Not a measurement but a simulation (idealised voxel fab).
process module | voxel capacitor over wiring
Shown is cross-section cut, with a width of 220 nm and square cells of size 5 nm.
In what follows, cross-sections appear as grids of square cells, described through bands that run from the top down, where every band is one or more rows of cells. Heights first: top, then bottom, in nm. Then materials, left to right, each with a width in nm. "throughout" on a single material: fills the band edge to edge. "air": empty space. All heights in this document are referenced to 0, defined as the level beneath which the wafer, as received, consists entirely of one material. The lowest band is not bounded below; it extends indefinitely downward and is written in the form "0 nm and below". Read "30..40" as a graded width: first number on top, second number at the bottom, same change between each pair of neighbouring rows. A step reported as "nothing got changed" is a step in which no cell of the cross-section changed. Any empty space of 8 cells or more lacking an open way to the top shows up in "Enclosed void catalog" as width x height at distance, distance from the left edge, in nm. Step line, after settings: the simulator's comment on this step. "overlay nm", when on a step's line for a step with a mask, measures how far to the right of its planned place the mask lay; a negative measure means to the left.
Process steps - plan:
- 1: RECEIVE: material Si
- 2: CONFORMAL_DEP: material SiO2, thk nm 10
- 3: CONFORMAL_DEP: material SiCN, thk nm 5
- 4: DIRECTIONAL_DEP: material lowk, thk nm 20
- 5: DIRECTIONAL_DEP: material aC, thk nm 15
- 6: PATTERN: tone open, mask id METAL_1, material resist, width nm 30, pitch nm 90, thk nm 30, overlay nm 0
- 7: DIRECTIONAL_ETCH: etch materials aC, depth nm 15
- 8: STRIP: etch materials resist
- 9: DIRECTIONAL_ETCH: etch materials lowk, depth nm 20
- 10: DIRECTIONAL_ETCH: etch materials SiCN, depth nm 5
- 11: STRIP: etch materials aC
- 12: CONFORMAL_DEP: material TiN, thk nm 5
- 13: FILL_DEP: material Cu, thk nm 10
- 14: CMP: height nm 35
- 15: CONFORMAL_DEP: material SiCN, thk nm 5
- 16: DIRECTIONAL_DEP: material lowk, thk nm 10
- 17: PATTERN: tone open, mask id PLUG_1, material resist, width nm 15, thk nm 15, overlay nm 0
- 18: DIRECTIONAL_ETCH: etch materials lowk, depth nm 10
- 19: DIRECTIONAL_ETCH: etch materials SiCN, depth nm 5
- 20: STRIP: etch materials resist
- 21: CONFORMAL_DEP: material TiN, thk nm 5
- 22: FILL_DEP: material Ru, thk nm 5
- 23: CMP: height nm 50
- 24: DIRECTIONAL_DEP: material TiN, thk nm 10
- 25: DIRECTIONAL_DEP: material SiN, thk nm 5
- 26: DIRECTIONAL_DEP: material TiN, thk nm 10
- 27: DIRECTIONAL_DEP: material aC, thk nm 15
- 28: PATTERN: tone cover, mask id UPPER_PLATE, material resist, width nm 65, thk nm 35, overlay nm 0
- 29: DIRECTIONAL_ETCH: etch materials aC, depth nm 15
- 30: STRIP: etch materials resist
- 31: DIRECTIONAL_ETCH: etch materials TiN, depth nm 10
- 32: DIRECTIONAL_ETCH: etch materials SiN, depth nm 5
- 33: STRIP: etch materials aC
- 34: PATTERN: tone cover, mask id LOWER_PLATE, material resist, width nm 75, thk nm 20, overlay nm 0
- 35: DIRECTIONAL_ETCH: etch materials TiN, depth nm 10
- 36: STRIP: etch materials resist
- 37: FILL_DEP: material SiO2, thk nm 15
- 38: CMP: height nm 85
- 39: DIRECTIONAL_DEP: material aC, thk nm 15
- 40: PATTERN: tone open, mask id PLUG_2, material resist, width nm 15, thk nm 30, overlay nm 0
- 41: DIRECTIONAL_ETCH: etch materials aC, depth nm 15
- 42: STRIP: etch materials resist
- 43: DIRECTIONAL_ETCH: etch materials SiO2, depth nm 10
- 44: STRIP: etch materials aC
- 45: CONFORMAL_DEP: material TiN, thk nm 5
- 46: FILL_DEP: material Ru, thk nm 10
- 47: CMP: height nm 85
- 48: CONFORMAL_DEP: material SiN, thk nm 5
So this is the incoming wafer in cross-section - it's already been through step 1:
  0 nm and below | Si throughout
  Enclosed void catalog: none
The following cross-section depicts the wafer upon conclusion of the module. Processing commenced from the starting condition illustrated above and adhered to the plan illustrated above, save for one mistake in execution:
  90 nm to 85 nm | SiN throughout
  85 nm to 80 nm | SiO2 75 nm | TiN 5 nm | Ru 5 nm | TiN 5 nm | SiO2 130 nm
  80 nm to 75 nm | SiO2 75 nm | TiN 15 nm | SiO2 130 nm
  75 nm to 65 nm | SiO2 65 nm | TiN 65 nm | SiO2 90 nm
  65 nm to 60 nm | SiO2 65 nm | SiN 65 nm | SiO2 90 nm
  60 nm to 50 nm | SiO2 60 nm | TiN 75 nm | SiO2 85 nm
  50 nm to 45 nm | SiCN 65 nm | TiN 15 nm | SiCN 140 nm
  45 nm to 35 nm | lowk throughout
  35 nm to 15 nm | lowk 50 nm | TiN 5 nm | Cu 20 nm | TiN 5 nm | lowk 60 nm | TiN 5 nm | Cu 20 nm | TiN 5 nm | lowk 50 nm
  15 nm to 10 nm | SiCN 50 nm | TiN 30 nm | SiCN 60 nm | TiN 30 nm | SiCN 50 nm
  10 nm to 0 nm | SiO2 throughout
  0 nm and below | Si throughout
  Enclosed void catalog: none
The plan and the run diverged here: steps 15 and 16: order swapped relative to plan
